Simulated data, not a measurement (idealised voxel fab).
Process module heading - voxel capacitor over wiring
Square cells of 5 nm make up the cross-section cut, whose width is 295 nm.
How to read a cross-section here: the picture is a grid of square cells, written as bands going from the top down, and any band can span one or more rows of cells.
Band: top height; bottom height; in nm. Then, left to right: material with width in nm, for each material. "everywhere": a single material spanning edge to edge. "air": empty space.
The reference from which all heights are counted is 0, the level beneath which the as-received wafer is entirely one material; the lowest band, having no lower bound, proceeds downward and is written after the example "top 0, no bottom".
Think of "30 to 40" as a width that walks from the first number to the second as you go down the band, top row to bottom row, taking equal-sized steps from row to row.
A step reported as "stayed the same" is a step in which no cell of the cross-section changed.
You'll see "Trapped void list" listing empty spaces that have no way open to the top, as long as they're 8 cells or more; the notation is width x height at distance, where the distance is from the left edge, and all of it is in nm.
Note: text after step settings on the step line = simulator remark on that step.
If you see "overlay nm" on a step's line and that step has a mask, it's telling you how far right of where it was planned the mask ended up; a negative number means it went left instead.

# The following list gives the planned process steps
| 1 | op RECEIVE | material Si |
| 2 | op CONFORMAL_DEP | material SiO2 | thk nm 15 |
| 3 | op CONFORMAL_DEP | material SiCN | thk nm 5 |
| 4 | op DIRECTIONAL_DEP | material lowk | thk nm 15 |
| 5 | op DIRECTIONAL_DEP | material aC | thk nm 10 |
| 6 | op PATTERN | tone open | mask id METAL_1 | material resist | width nm 20 | pitch nm 85 | thk nm 30 | overlay nm 0 |
| 7 | op DIRECTIONAL_ETCH | etch materials aC | depth nm 10 |
| 8 | op STRIP | etch materials resist |
| 9 | op DIRECTIONAL_ETCH | etch materials lowk | depth nm 15 |
| 10 | op DIRECTIONAL_ETCH | etch materials SiCN | depth nm 5 |
| 11 | op STRIP | etch materials aC |
| 12 | op CONFORMAL_DEP | material TiN | thk nm 5 |
| 13 | op FILL_DEP | material Cu | thk nm 10 |
| 14 | op CMP | height nm 35 |
| 15 | op CONFORMAL_DEP | material SiCN | thk nm 5 |
| 16 | op DIRECTIONAL_DEP | material SiO2 | thk nm 20 |
| 17 | op PATTERN | tone open | mask id PLUG_1 | material resist | width nm 15 | thk nm 20 | overlay nm 0 |
| 18 | op DIRECTIONAL_ETCH | etch materials SiO2 | depth nm 20 |
| 19 | op DIRECTIONAL_ETCH | etch materials SiCN | depth nm 5 |
| 20 | op STRIP | etch materials resist |
| 21 | op EPI | material Ru | thk nm 10 |
| 22 | op EPI | material Ru | thk nm 10 |
| 23 | op EPI | material Ru | thk nm 5 |
| 24 | op DIRECTIONAL_DEP | material TiN | thk nm 5 |
| 25 | op DIRECTIONAL_DEP | material HfO2 | thk nm 5 |
| 26 | op DIRECTIONAL_DEP | material TiN | thk nm 5 |
| 27 | op DIRECTIONAL_DEP | material aC | thk nm 15 |
| 28 | op PATTERN | tone cover | mask id UPPER_PLATE | material resist | width nm 70 | thk nm 35 | overlay nm 0 |
| 29 | op DIRECTIONAL_ETCH | etch materials aC | depth nm 15 |
| 30 | op STRIP | etch materials resist |
| 31 | op DIRECTIONAL_ETCH | etch materials TiN | depth nm 5 |
| 32 | op DIRECTIONAL_ETCH | etch materials HfO2 | depth nm 5 |
| 33 | op STRIP | etch materials aC |
| 34 | op DIRECTIONAL_DEP | material aC | thk nm 15 |
| 35 | op PATTERN | tone cover | mask id LOWER_PLATE | material resist | width nm 80 | thk nm 35 | overlay nm 0 |
| 36 | op DIRECTIONAL_ETCH | etch materials aC | depth nm 15 |
| 37 | op STRIP | etch materials resist |
| 38 | op DIRECTIONAL_ETCH | etch materials TiN | depth nm 5 |
| 39 | op STRIP | etch materials aC |
| 40 | op FILL_DEP | material SiO2 | thk nm 20 |
| 41 | op CMP | height nm 90 |
| 42 | op DIRECTIONAL_DEP | material aC | thk nm 15 |
| 43 | op PATTERN | tone open | mask id PLUG_2 | material resist | width nm 15 | thk nm 35 | overlay nm 0 |
| 44 | op DIRECTIONAL_ETCH | etch materials aC | depth nm 15 |
| 45 | op STRIP | etch materials resist |
| 46 | op DIRECTIONAL_ETCH | etch materials SiO2 | depth nm 15 |
| 47 | op STRIP | etch materials aC |
| 48 | op CONFORMAL_DEP | material TiN | thk nm 5 |
| 49 | op FILL_DEP | material Cu | thk nm 10 |
| 50 | op CMP | height nm 90 |
| 51 | op CONFORMAL_DEP | material SiCN | thk nm 5 |

# Cross-section: wafer on arrival = after step 1
	top 0, no bottom: Si everywhere
	Trapped void list: none

# Module complete - cross-section of the first of two wafers, run according to plan
	top 95, bottom 90: SiCN everywhere
	top 90, bottom 80: SiO2 (110); TiN (5); Cu (5); TiN (5); SiO2 (170)
	top 80, bottom 70: SiO2 (110 to 100); TiN (15 to 70); SiO2 (170 to 125)
	top 70, bottom 65: SiO2 (100); HfO2 (70); SiO2 (125)
	top 65, bottom 60: SiO2 (95); TiN (80); SiO2 (120)
	top 60, bottom 40: SiO2 (100); Ru (15); SiO2 (180)
	top 40, bottom 35: SiCN (100); Ru (15); SiCN (180)
	top 35, bottom 20: lowk (95); TiN (5); Cu (10); TiN (5); lowk (65); TiN (5); Cu (10); TiN (5); lowk (95)
	top 20, bottom 15: SiCN (95); TiN (20); SiCN (65); TiN (20); SiCN (95)
	top 15, bottom 0: SiO2 everywhere
	top 0, no bottom: Si everywhere
	Trapped void list: none

# Cross-section, wafer two of two, end of module: same start and plan as wafer one, one error in execution
	top 95, bottom 90: SiCN everywhere
	top 90, bottom 80: SiO2 (110); TiN (5); Cu (5); TiN (5); SiO2 (170)
	top 80, bottom 70: SiO2 (110 to 100); TiN (15 to 70); SiO2 (170 to 125)
	top 70, bottom 65: SiO2 (100); HfO2 (70); SiO2 (125)
	top 65, bottom 60: SiO2 (100); TiN (70); SiO2 (125)
	top 60, bottom 40: SiO2 (100); Ru (15); SiO2 (180)
	top 40, bottom 35: SiCN (100); Ru (15); SiCN (180)
	top 35, bottom 20: lowk (95); TiN (5); Cu (10); TiN (5); lowk (65); TiN (5); Cu (10); TiN (5); lowk (95)
	top 20, bottom 15: SiCN (95); TiN (20); SiCN (65); TiN (20); SiCN (95)
	top 15, bottom 0: SiO2 everywhere
	top 0, no bottom: Si everywhere
	Trapped void list: none
What broke from the plan during processing? the process deviated at step 35: the operation and settings actually run there were op PATTERN | tone cover | mask id LOWER_PLATE | material resist | width nm 70 | thk nm 35 | overlay nm 0
Final difference in cells, second wafer against first, listed per material as more or fewer: +2 SiO2; -2 TiN
